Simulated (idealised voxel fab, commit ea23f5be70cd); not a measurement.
A process module follows: voxel plated lines.
cross-section cut | 140 nm wide | cells 5 nm
A cross-section in this document is a grid of square cells, and it is written down as bands, the top band listed before the ones below it; a band is made up of one or more rows of cells. First you get the band's top height and its bottom height, in nm, and then the materials it's made of, left to right, with each width in nm. If you see a single material with "all across", that one covers the band edge to edge. "blank" is empty space. Basically, 0 is our baseline, since under it the wafer straight out of the box is all one material. The bottom band has no lower end and keeps on going down, so it looks like "0 -> down". The expression "30..40" gives the width at the extremes of the band, the first number at its top row of cells and the second at its bottom row, with the width changing by equal amounts from each row to the next in between. No cell of the cross-section changed in a step that is given as "nothing was modified". Empty spaces without an open route to the top, at least 8 cells in extent, make up the entry "Closed internal voids"; each is given as width x height at distance, where the distance is measured from the left edge, and all are in nm. What comes after the settings on a step's line is commentary from the simulator itself on that step. overlay nm: mask right of planned place by this much (step with mask). Neg. = left.

[These are the steps we planned for the process]
1: op RECEIVE | material Si
2: op CONFORMAL_DEP | material SiN | thk nm 5
3: op DIRECTIONAL_DEP | material TiN | thk nm 5
4: op PATTERN | tone open | mask id LINES | material resist | width nm 20 | pitch nm 45 | thk nm 20 | overlay nm 0
5: op EPI | material Ru | thk nm 10
6: op STRIP | etch materials resist
7: op DIRECTIONAL_ETCH | etch materials TiN | depth nm 5
8: op CONFORMAL_DEP | material SiCN | thk nm 10

[The first of two wafers, run as planned]

[as received, after step 1]
    0 -> down = Si all across
    Closed internal voids: none

[After step 2, in cross-section]
    5 -> 0 = SiN all across
    At heights below 0, the structure remains unaltered.

[After step 3, in cross-section]
    10 -> 5 = TiN all across
    At heights below 5, the structure remains unaltered.

[After step 4, in cross-section]
    30 -> 10 = resist=15, then blank=20, then resist=25, then blank=20, then resist=25, then blank=20, then resist=15
    At heights below 10, the structure remains unaltered.

[After step 5, in cross-section]
    30 -> 20 = resist=15, then blank=20, then resist=25, then blank=20, then resist=25, then blank=20, then resist=15
    20 -> 10 = resist=15, then Ru=20, then resist=25, then Ru=20, then resist=25, then Ru=20, then resist=15
    At heights below 10, the structure remains unaltered.

[After step 6, in cross-section]
    20 -> 10 = blank=15, then Ru=20, then blank=25, then Ru=20, then blank=25, then Ru=20, then blank=15
    At heights below 10, the structure remains unaltered.

[After step 7, in cross-section]
    20 -> 10 = blank=15, then Ru=20, then blank=25, then Ru=20, then blank=25, then Ru=20, then blank=15
    10 -> 5 = blank=15, then TiN=20, then blank=25, then TiN=20, then blank=25, then TiN=20, then blank=15
    At heights below 5, the structure remains unaltered.

[After step 8, in cross-section]
    30 -> 20 = blank=5, then SiCN=40, then blank=5, then SiCN=40, then blank=5, then SiCN=40, then blank=5
    20 -> 15 = blank=5, then SiCN=10, then Ru=20, then SiCN=10, then blank=5, then SiCN=10, then Ru=20, then SiCN=10, then blank=5, then SiCN=10, then Ru=20, then SiCN=10, then blank=5
    15 -> 10 = SiCN=15, then Ru=20, then SiCN=25, then Ru=20, then SiCN=25, then Ru=20, then SiCN=15
    10 -> 5 = SiCN=15, then TiN=20, then SiCN=25, then TiN=20, then SiCN=25, then TiN=20, then SiCN=15
    At heights below 5, the structure remains unaltered.

[The second wafer was prepared from the same starting point and under the same plan as the first; its processing contained one mistake, and it remains indistinguishable from the first wafer up to and including step 3]

[Cross-section of the second wafer corresponding to the planned conclusion of step 4]
    30 -> 10 = resist=20, then blank=15, then resist=30, then blank=15, then resist=30, then blank=15, then resist=15
    At heights below 10, the structure remains unaltered.

[Cross-section of the second wafer corresponding to the planned conclusion of step 5]
    30 -> 20 = resist=20, then blank=15, then resist=30, then blank=15, then resist=30, then blank=15, then resist=15
    20 -> 10 = resist=20, then Ru=15, then resist=30, then Ru=15, then resist=30, then Ru=15, then resist=15
    At heights below 10, the structure remains unaltered.

[Cross-section of the second wafer corresponding to the planned conclusion of step 6]
    20 -> 10 = blank=20, then Ru=15, then blank=30, then Ru=15, then blank=30, then Ru=15, then blank=15
    At heights below 10, the structure remains unaltered.

[Cross-section of the second wafer corresponding to the planned conclusion of step 7]
    20 -> 10 = blank=20, then Ru=15, then blank=30, then Ru=15, then blank=30, then Ru=15, then blank=15
    10 -> 5 = blank=20, then TiN=15, then blank=30, then TiN=15, then blank=30, then TiN=15, then blank=15
    At heights below 5, the structure remains unaltered.

[Cross-section of the second wafer corresponding to the planned conclusion of step 8]
    30 -> 20 = blank=10, then SiCN=35, then blank=10, then SiCN=35, then blank=10, then SiCN=35, then blank=5
    20 -> 15 = blank=10, then SiCN=10, then Ru=15, then SiCN=10, then blank=10, then SiCN=10, then Ru=15, then SiCN=10, then blank=10, then SiCN=10, then Ru=15, then SiCN=10, then blank=5
    15 -> 10 = SiCN=20, then Ru=15, then SiCN=30, then Ru=15, then SiCN=30, then Ru=15, then SiCN=15
    10 -> 5 = SiCN=20, then TiN=15, then SiCN=30, then TiN=15, then SiCN=30, then TiN=15, then SiCN=15
    At heights below 5, the structure remains unaltered.
Against the plan, the run slipped here: step 4: run off-plan, actual operation and settings op PATTERN | tone open | mask id LINES | material resist | width nm 15 | pitch nm 45 | thk nm 20 | overlay nm 0
Wrapping up, a cell-based count of both wafers puts the second over or under the first for these materials: 6 fewer of Ru, 3 fewer of TiN
